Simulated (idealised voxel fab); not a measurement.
Process module name: voxel lift off
The cross-section on display is named cut; it measures 280 nm wide, and its cells are 5 nm squares.
In what follows, cross-sections appear as grids of square cells, described through bands that run from the top down, where every band is one or more rows of cells.
What a band's entry tells you: where the top is and where the bottom is, as heights in nm, and after that what lies inside, material by material from left to right, each with its width in nm. Empty space is written as the word "air", and a single material marked with the word "all across" occupies the band from edge to edge.
Height datum 0, below which the as-received substrate wafer is one material. Lowest band open at the bottom, running downward: "top 0, no bottom".
A width such as "30 to 40" changes by the same amount from each row of cells to the next, from the band's top row to its bottom row.
"everything unchanged" (step): cross-section cells unchanged, all of them.
The list in "Enclosed void inventory" covers empty spaces of 8 cells or more that cannot reach the top through any open way, and it gives each as width x height at distance; the distance is from the left edge, and width, height and distance are in nm.
It should be noted that, on the line of a given step, the content following the step's settings is a remark produced by the simulator itself with respect to that step.
The "overlay nm" setting may appear on a step's line; for a step that uses a mask, it gives how far to the right of its planned position the mask lay, and a negative value indicates the left.
## The process steps that were planned are listed below
1: RECEIVE | material Si
2: CONFORMAL_DEP | material SiO2 | thk nm 10
3: PATTERN | tone open | mask id LINES | material resist | width nm 25 | pitch nm 40 | thk nm 20 | overlay nm 0
4: DIRECTIONAL_DEP | material Ru | thk nm 5
5: STRIP | etch materials resist
6: CONFORMAL_DEP | material SiCN | thk nm 5
## Cross-section of the wafer as it came to us, i.e., already through step 1
  top 0, no bottom: Si all across
  Enclosed void inventory: none
## Run as planned - first of the two wafers cross-sectioned at the end of the module
  top 20, bottom 15: 100 air / 35 SiCN / 5 air / 35 SiCN / 105 air
  top 15, bottom 10: 105 SiCN / 25 Ru / 15 SiCN / 25 Ru / 110 SiCN
  top 10, bottom 0: SiO2 all across
  top 0, no bottom: Si all across
  Enclosed void inventory: none
## What the second wafer looks like in cross-section once the module is done. Its start and its plan matched the first wafer's exactly; what differed was one mistake in how it was run
  top 20, bottom 15: 105 air / 30 SiCN / 10 air / 30 SiCN / 105 air
  top 15, bottom 10: 110 SiCN / 20 Ru / 20 SiCN / 20 Ru / 110 SiCN
  top 10, bottom 0: SiO2 all across
  top 0, no bottom: Si all across
  Enclosed void inventory: none
In executing the process, a mistake was made relative to the plan: not per plan at step 3, really ran PATTERN | tone open | mask id LINES | material resist | width nm 20 | pitch nm 40 | thk nm 20 | overlay nm 0
Final wafer comparison in cells, second versus first, more or fewer per material: -2 Ru
